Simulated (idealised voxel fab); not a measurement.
Process module in this document: voxel self aligned vias
Shown is cross-section cut, with a width of 280 nm and square cells of size 5 nm.
Just so we're on the same page, the cross-sections are grids of square cells, and they're listed out in bands top to bottom, each band one or more rows deep. In this notation a band is specified by the heights of its top and bottom, in that order and in nm, after which its materials appear from left to right, each paired with its width in nm. The word "everywhere" attached to a single material means that material fills the band from edge to edge; the word "air" stands for empty space. Measure heights from 0. That's the level where, below it, the as-received wafer is all one material. The lowest band is bottomless and extends downward; write it as in "z 0 and below". Width spec "30 to 40" -> top row of cells at first value, bottom row at second value, equal per-row change in between. Key: "left unchanged" - step with no changed cell in the cross-section. Heads up: "Completely sealed voids" only lists the empty pockets with no open path to the top that are 8 cells or more, and it writes them as width x height at distance, distance from the left edge, in nm. Post-settings text on a step line: simulator's own remark regarding the step. A step's line can hold "overlay nm"; with a mask on that step, the setting says how far right of the planned place the mask lay, while a negative setting says it lay to the left.
# Process steps (planned)
1,RECEIVE: material Si
2,CONFORMAL_DEP: material SiO2, thk nm 10
3,CONFORMAL_DEP: material SiCN, thk nm 5
4,DIRECTIONAL_DEP: material lowk, thk nm 25
5,MASKED_ETCH: tone open, mask id LINES, width nm 20, pitch nm 45, etch materials lowk, depth nm 25, overlay nm 0
6,CONFORMAL_DEP: material TiN, thk nm 5
7,FILL_DEP: material W, thk nm 10
8,CMP: height nm 40
9,SELECTIVE_ETCH: etch materials W Ru TiN, depth nm 5
10,FILL_DEP: material SiN, thk nm 5
11,CMP: height nm 40
12,DIRECTIONAL_DEP: material lowk, thk nm 15
13,PATTERN: tone open, mask id VIAS, material resist, width nm 30, thk nm 20, overlay nm 0
14,DIRECTIONAL_ETCH: etch materials lowk, depth nm 15
15,DIRECTIONAL_ETCH: etch materials SiN, depth nm 5
16,STRIP: etch materials resist
17,CONFORMAL_DEP: material TiN, thk nm 5
18,FILL_DEP: material Ru, thk nm 10
19,CMP: height nm 55
20,CONFORMAL_DEP: material SiCN, thk nm 5
# Below: the first of two wafers, run as planned
# Cross-sectional view of the wafer in its as-received condition, corresponding to the state after step 1
z 0 and below | Si everywhere
Completely sealed voids: none
# State of the wafer after step 2, shown in cross-section
z 10 to 0 | SiO2 everywhere
Under 0: no change, same as before.
# State of the wafer after step 3, shown in cross-section
z 15 to 10 | SiCN everywhere
Under 10: no change, same as before.
# State of the wafer after step 4, shown in cross-section
z 40 to 15 | lowk everywhere
Under 15: no change, same as before.
# State of the wafer after step 5, shown in cross-section
z 40 to 15 | 105 lowk, 20 air, 25 lowk, 20 air, 110 lowk
Under 15: no change, same as before.
# State of the wafer after step 6, shown in cross-section
z 45 to 40 | 110 TiN, 10 air, 35 TiN, 10 air, 115 TiN
z 40 to 20 | 105 lowk, 5 TiN, 10 air, 5 TiN, 25 lowk, 5 TiN, 10 air, 5 TiN, 110 lowk
z 20 to 15 | 105 lowk, 20 TiN, 25 lowk, 20 TiN, 110 lowk
Under 15: no change, same as before.
# State of the wafer after step 7, shown in cross-section
z 55 to 45 | W everywhere
z 45 to 40 | 110 TiN, 10 W, 35 TiN, 10 W, 115 TiN
z 40 to 20 | 105 lowk, 5 TiN, 10 W, 5 TiN, 25 lowk, 5 TiN, 10 W, 5 TiN, 110 lowk
Under 20: no change, same as before.
# State of the wafer after step 8, shown in cross-section
z 40 to 20 | 105 lowk, 5 TiN, 10 W, 5 TiN, 25 lowk, 5 TiN, 10 W, 5 TiN, 110 lowk
Under 20: no change, same as before.
# State of the wafer after step 9, shown in cross-section
z 40 to 35 | 105 lowk, 20 air, 25 lowk, 20 air, 110 lowk
Under 35: no change, same as before.
# State of the wafer after step 10, shown in cross-section
z 45 to 40 | SiN everywhere
z 40 to 35 | 105 lowk, 20 SiN, 25 lowk, 20 SiN, 110 lowk
Under 35: no change, same as before.
# State of the wafer after step 11, shown in cross-section
z 40 to 35 | 105 lowk, 20 SiN, 25 lowk, 20 SiN, 110 lowk
Under 35: no change, same as before.
# State of the wafer after step 12, shown in cross-section
z 55 to 40 | lowk everywhere
Under 40: no change, same as before.
# State of the wafer after step 13, shown in cross-section
z 75 to 55 | 100 resist, 30 air, 150 resist
Under 55: no change, same as before.
# State of the wafer after step 14, shown in cross-section
z 75 to 55 | 100 resist, 30 air, 150 resist
z 55 to 40 | 100 lowk, 30 air, 150 lowk
Under 40: no change, same as before.
# State of the wafer after step 15, shown in cross-section
z 75 to 55 | 100 resist, 30 air, 150 resist
z 55 to 40 | 100 lowk, 30 air, 150 lowk
z 40 to 35 | 105 lowk, 20 air, 25 lowk, 20 SiN, 110 lowk
Under 35: no change, same as before.
# State of the wafer after step 16, shown in cross-section
z 55 to 40 | 100 lowk, 30 air, 150 lowk
Under 40: no change, same as before.
# State of the wafer after step 17, shown in cross-section
z 60 to 55 | 105 TiN, 20 air, 155 TiN
z 55 to 45 | 100 lowk, 5 TiN, 20 air, 5 TiN, 150 lowk
z 45 to 40 | 100 lowk, 10 TiN, 10 air, 10 TiN, 150 lowk
z 40 to 35 | 105 lowk, 20 TiN, 25 lowk, 20 SiN, 110 lowk
Under 35: no change, same as before.
# State of the wafer after step 18, shown in cross-section
z 70 to 60 | Ru everywhere
z 60 to 55 | 105 TiN, 20 Ru, 155 TiN
z 55 to 45 | 100 lowk, 5 TiN, 20 Ru, 5 TiN, 150 lowk
z 45 to 40 | 100 lowk, 10 TiN, 10 Ru, 10 TiN, 150 lowk
Under 40: no change, same as before.
# State of the wafer after step 19, shown in cross-section
z 55 to 45 | 100 lowk, 5 TiN, 20 Ru, 5 TiN, 150 lowk
Under 45: no change, same as before.
# State of the wafer after step 20, shown in cross-section
z 60 to 55 | SiCN everywhere
Under 55: no change, same as before.
# The Second Wafer: Common Origin and Plan, One Mistake in Execution, Identical to the First Through Step 2
# Second wafer, cross-section, planned end of step 3
z 35 to 10 | lowk everywhere
Under 10: no change, same as before.
# Second wafer, cross-section, planned end of step 4
z 40 to 35 | SiCN everywhere
Under 35: no change, same as before.
Second wafer, cross-section, planned end of step 5: left unchanged
# Second wafer, cross-section, planned end of step 6
z 45 to 40 | TiN everywhere
Under 40: no change, same as before.
# Second wafer, cross-section, planned end of step 7
z 55 to 45 | W everywhere
Under 45: no change, same as before.
# Second wafer, cross-section, planned end of step 8
z 40 to 35 | SiCN everywhere
Under 35: no change, same as before.
Second wafer, cross-section, planned end of step 9: left unchanged
# Second wafer, cross-section, planned end of step 10
z 45 to 40 | SiN everywhere
Under 40: no change, same as before.
# Second wafer, cross-section, planned end of step 11
z 40 to 35 | SiCN everywhere
Under 35: no change, same as before.
# Second wafer, cross-section, planned end of step 12
z 55 to 40 | lowk everywhere
Under 40: no change, same as before.
# Second wafer, cross-section, planned end of step 13
z 75 to 55 | 100 resist, 30 air, 150 resist
Under 55: no change, same as before.
# Second wafer, cross-section, planned end of step 14
z 75 to 55 | 100 resist, 30 air, 150 resist
z 55 to 40 | 100 lowk, 30 air, 150 lowk
Under 40: no change, same as before.
Second wafer, cross-section, planned end of step 15: left unchanged
# Second wafer, cross-section, planned end of step 16
z 55 to 40 | 100 lowk, 30 air, 150 lowk
Under 40: no change, same as before.
# Second wafer, cross-section, planned end of step 17
z 60 to 55 | 105 TiN, 20 air, 155 TiN
z 55 to 45 | 100 lowk, 5 TiN, 20 air, 5 TiN, 150 lowk
z 45 to 40 | 100 lowk, 30 TiN, 150 lowk
Under 40: no change, same as before.
# Second wafer, cross-section, planned end of step 18
z 70 to 60 | Ru everywhere
z 60 to 55 | 105 TiN, 20 Ru, 155 TiN
z 55 to 45 | 100 lowk, 5 TiN, 20 Ru, 5 TiN, 150 lowk
Under 45: no change, same as before.
# Second wafer, cross-section, planned end of step 19
z 55 to 45 | 100 lowk, 5 TiN, 20 Ru, 5 TiN, 150 lowk
Under 45: no change, same as before.
# Second wafer, cross-section, planned end of step 20
z 60 to 55 | SiCN everywhere
Under 55: no change, same as before.
It is concluded that the wafer was processed incorrectly with respect to the plan, in that steps 3 and 4 got flipped, so each one ran where the other should have
Bottom line after processing is that, in cells, the second wafer is up or down on some materials versus the first: -2 Ru; -4 SiN; -22 TiN; -12 W; +40 lowk
